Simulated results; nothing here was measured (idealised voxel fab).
process module | voxel wiring stack
cross-section cut | 285 nm wide | cells 5 nm
A cross-section is a grid of square cells, given in bands from the top down. A band is one or more rows of cells.
Each band's line starts with the height of the band's top and of its bottom, in nm. Then come its materials from left to right, each with its width in nm. One material with "throughout" fills the band from edge to edge. "air" is empty space.
Height 0 is the level under which the wafer as received is all one material. The lowest band goes on downwards, as in "0 down".
A width such as "30 to 40" changes by the same amount from each row of cells to the next, from the band's top row to its bottom row.
"no change" after a step means that no cell of the cross-section changed.
closed voids: empty space of 8 cells or more with no open way to the top, each as width x height at its distance from the left edge, in nm
after a step's settings: what the simulator itself notes on the step
overlay nm, on a step with a mask: how far to the right of its planned place the mask lay; to the left if negative
plan
1 op RECEIVE | material Si
2 op CONFORMAL_DEP | material SiO2 | thk nm 15
3 op CONFORMAL_DEP | material SiCN | thk nm 5
4 op DIRECTIONAL_DEP | material SiO2 | thk nm 25
5 op MASKED_ETCH | tone open | mask id METAL_1 | width nm 25 | pitch nm 40 | etch materials SiO2 | depth nm 25 | overlay nm 0
6 op MASKED_ETCH | tone open | mask id METAL_1 | width nm 25 | pitch nm 40 | etch materials SiCN | depth nm 5 | overlay nm 0
7 op CONFORMAL_DEP | material TiN | thk nm 5
8 op FILL_DEP | material Ru | thk nm 10
9 op CMP | height nm 45
10 op EPI | material Ru | thk nm 5
11 op FILL_DEP | material SiCN | thk nm 5
12 op DIRECTIONAL_DEP | material lowk | thk nm 35
13 op MASKED_ETCH | tone open | mask id METAL_2 | width nm 25 | pitch nm 40 | etch materials lowk | depth nm 20 | overlay nm 0
14 op MASKED_ETCH | tone open | mask id METAL_2_HOLES | width nm 15 | pitch nm 80 | etch materials lowk | depth nm 15 | overlay nm 0
15 op MASKED_ETCH | tone open | mask id METAL_2_HOLES | width nm 15 | pitch nm 80 | etch materials SiCN | depth nm 5 | overlay nm 0
16 op CONFORMAL_DEP | material TiN | thk nm 5
17 op FILL_DEP | material Cu | thk nm 5
18 op CMP | height nm 90
19 op CONFORMAL_DEP | material SiCN | thk nm 5
20 op DIRECTIONAL_DEP | material SiO2 | thk nm 10
21 op DIRECTIONAL_DEP | material aC | thk nm 15
22 op PATTERN | tone open | mask id PLUG_2 | material resist | width nm 15 | pitch nm 40 | thk nm 35 | overlay nm 0
23 op DIRECTIONAL_ETCH | etch materials aC | depth nm 15
24 op STRIP | etch materials resist
25 op DIRECTIONAL_ETCH | etch materials SiO2 | depth nm 10
26 op DIRECTIONAL_ETCH | etch materials SiCN | depth nm 5
27 op STRIP | etch materials aC
28 op EPI | material Ru | thk nm 10
29 op EPI | material Ru | thk nm 5
30 op CONFORMAL_DEP | material SiN | thk nm 5
31 op DIRECTIONAL_DEP | material lowk | thk nm 20
32 op DIRECTIONAL_DEP | material aC | thk nm 10
33 op PATTERN | tone open | mask id METAL_3 | material resist | width nm 25 | pitch nm 40 | thk nm 30 | overlay nm 0
34 op DIRECTIONAL_ETCH | etch materials aC | depth nm 10
35 op STRIP | etch materials resist
36 op DIRECTIONAL_ETCH | etch materials lowk | depth nm 20
37 op DIRECTIONAL_ETCH | etch materials SiN | depth nm 5
38 op STRIP | etch materials aC
39 op CONFORMAL_DEP | material TiN | thk nm 5
40 op FILL_DEP | material W | thk nm 10
41 op CMP | height nm 130
42 op CONFORMAL_DEP | material SiCN | thk nm 5
43 op DIRECTIONAL_DEP | material lowk | thk nm 15
44 op DIRECTIONAL_DEP | material aC | thk nm 15
45 op PATTERN | tone open | mask id PLUG_3 | material resist | width nm 15 | pitch nm 80 | thk nm 35 | overlay nm 0
46 op DIRECTIONAL_ETCH | etch materials aC | depth nm 15
47 op STRIP | etch materials resist
48 op DIRECTIONAL_ETCH | etch materials lowk | depth nm 15
49 op DIRECTIONAL_ETCH | etch materials SiCN | depth nm 5
50 op STRIP | etch materials aC
51 op EPI | material Ru | thk nm 10
52 op EPI | material Ru | thk nm 10
53 op DIRECTIONAL_DEP | material TiN | thk nm 5
54 op DIRECTIONAL_DEP | material Ru | thk nm 15
55 op MASKED_ETCH | tone cover | mask id METAL_4 | width nm 25 | pitch nm 40 | etch materials Ru | depth nm 15 | overlay nm 0
56 op MASKED_ETCH | tone cover | mask id METAL_4 | width nm 25 | pitch nm 40 | etch materials TiN | depth nm 5 | overlay nm 0
57 op CONFORMAL_DEP | material SiCN | thk nm 5
58 op FILL_DEP | material lowk | thk nm 10
59 op CMP | height nm 170
60 op CONFORMAL_DEP | material SiCN | thk nm 5
as received, after step 1
  0 down: Si throughout
  closed voids: none
first wafer at the end, as planned
  175 to 170: SiCN throughout
  170 to 155: lowk 65 | SiCN 5 | Ru 25 | SiCN 5 | lowk 5 | SiCN 5 | Ru 25 | SiCN 5 | lowk 5 | SiCN 5 | Ru 25 | SiCN 5 | lowk 5 | SiCN 5 | Ru 25 | SiCN 5 | lowk 65
  155 to 150: SiCN 70 | TiN 25 | SiCN 15 | TiN 25 | SiCN 15 | TiN 25 | SiCN 15 | TiN 25 | SiCN 70
  150 to 135: lowk 70 | Ru 15 | lowk 65 | Ru 15 | lowk 120
  135 to 130: SiCN 70 | Ru 15 | SiCN 65 | Ru 15 | SiCN 120
  130 to 110: lowk 70 | TiN 5 | W 15 | TiN 5 | lowk 15 | TiN 5 | W 15 | TiN 5 | lowk 15 | TiN 5 | W 15 | TiN 5 | lowk 15 | TiN 5 | W 15 | TiN 5 | lowk 70
  110 to 105: SiN 70 | TiN 25 | SiN 15 | TiN 25 | SiN 15 | TiN 25 | SiN 15 | TiN 25 | SiN 70
  105 to 95: SiO2 70 | Ru 15 | SiO2 25 | Ru 15 | SiO2 25 | Ru 15 | SiO2 25 | Ru 15 | SiO2 80
  95 to 90: SiCN 70 | Ru 15 | SiCN 25 | Ru 15 | SiCN 25 | Ru 15 | SiCN 25 | Ru 15 | SiCN 80
  90 to 75: lowk 70 | TiN 5 | Cu 15 | TiN 5 | lowk 15 | TiN 5 | Cu 15 | TiN 5 | lowk 15 | TiN 5 | Cu 15 | TiN 5 | lowk 15 | TiN 5 | Cu 15 | TiN 5 | lowk 70
  75 to 70: lowk 70 | TiN 5 | Cu 5 | TiN 15 | lowk 15 | TiN 25 | lowk 15 | TiN 5 | Cu 5 | TiN 15 | lowk 15 | TiN 25 | lowk 70
  70 to 55: lowk 70 | TiN 5 | Cu 5 | TiN 5 | lowk 65 | TiN 5 | Cu 5 | TiN 5 | lowk 120
  55 to 50: SiCN 70 | TiN 15 | SiCN 65 | TiN 15 | SiCN 120
  50 to 45: SiCN 65 | Ru 35 | SiCN 5 | Ru 35 | SiCN 5 | Ru 35 | SiCN 5 | Ru 35 | SiCN 65
  45 to 20: SiO2 70 | TiN 5 | Ru 15 | TiN 5 | SiO2 15 | TiN 5 | Ru 15 | TiN 5 | SiO2 15 | TiN 5 | Ru 15 | TiN 5 | SiO2 15 | TiN 5 | Ru 15 | TiN 5 | SiO2 70
  20 to 15: SiCN 70 | TiN 25 | SiCN 15 | TiN 25 | SiCN 15 | TiN 25 | SiCN 15 | TiN 25 | SiCN 70
  15 to 0: SiO2 throughout
  0 down: Si throughout
  closed voids: none
second wafer at the end: like start, like plan, one mistake
  175 to 170: SiCN throughout
  170 to 155: lowk 65 | SiCN 5 | Ru 25 | SiCN 5 | lowk 5 | SiCN 5 | Ru 25 | SiCN 5 | lowk 5 | SiCN 5 | Ru 25 | SiCN 5 | lowk 5 | SiCN 5 | Ru 25 | SiCN 5 | lowk 65
  155 to 150: SiCN 70 | TiN 25 | SiCN 15 | TiN 25 | SiCN 15 | TiN 25 | SiCN 15 | TiN 25 | SiCN 70
  150 to 135: lowk 70 | Ru 15 | lowk 65 | Ru 15 | lowk 120
  135 to 130: SiCN 70 | Ru 15 | SiCN 65 | Ru 15 | SiCN 120
  130 to 120: Ru throughout
  120 to 105: TiN throughout
  105 to 95: SiO2 throughout
  95 to 90: SiCN throughout
  90 to 75: lowk 70 | TiN 5 | Cu 15 | TiN 5 | lowk 15 | TiN 5 | Cu 15 | TiN 5 | lowk 15 | TiN 5 | Cu 15 | TiN 5 | lowk 15 | TiN 5 | Cu 15 | TiN 5 | lowk 70
  75 to 70: lowk 70 | TiN 5 | Cu 5 | TiN 15 | lowk 15 | TiN 25 | lowk 15 | TiN 5 | Cu 5 | TiN 15 | lowk 15 | TiN 25 | lowk 70
  70 to 55: lowk 70 | TiN 5 | Cu 5 | TiN 5 | lowk 65 | TiN 5 | Cu 5 | TiN 5 | lowk 120
  55 to 50: SiCN 70 | TiN 15 | SiCN 65 | TiN 15 | SiCN 120
  50 to 45: SiCN 65 | Ru 35 | SiCN 5 | Ru 35 | SiCN 5 | Ru 35 | SiCN 5 | Ru 35 | SiCN 65
  45 to 20: SiO2 70 | TiN 5 | Ru 15 | TiN 5 | SiO2 15 | TiN 5 | Ru 15 | TiN 5 | SiO2 15 | TiN 5 | Ru 15 | TiN 5 | SiO2 15 | TiN 5 | Ru 15 | TiN 5 | SiO2 70
  20 to 15: SiCN 70 | TiN 25 | SiCN 15 | TiN 25 | SiCN 15 | TiN 25 | SiCN 15 | TiN 25 | SiCN 70
  15 to 0: SiO2 throughout
  0 down: Si throughout
  closed voids: none
what went wrong: step 21 ran as: op DIRECTIONAL_DEP | material TiN | thk nm 15
at the end the second wafer has, in cells: 78 more of Ru | 12 more of SiCN | 37 fewer of SiN | 24 more of SiO2 | 119 more of TiN | 48 fewer of W | 148 fewer of lowk
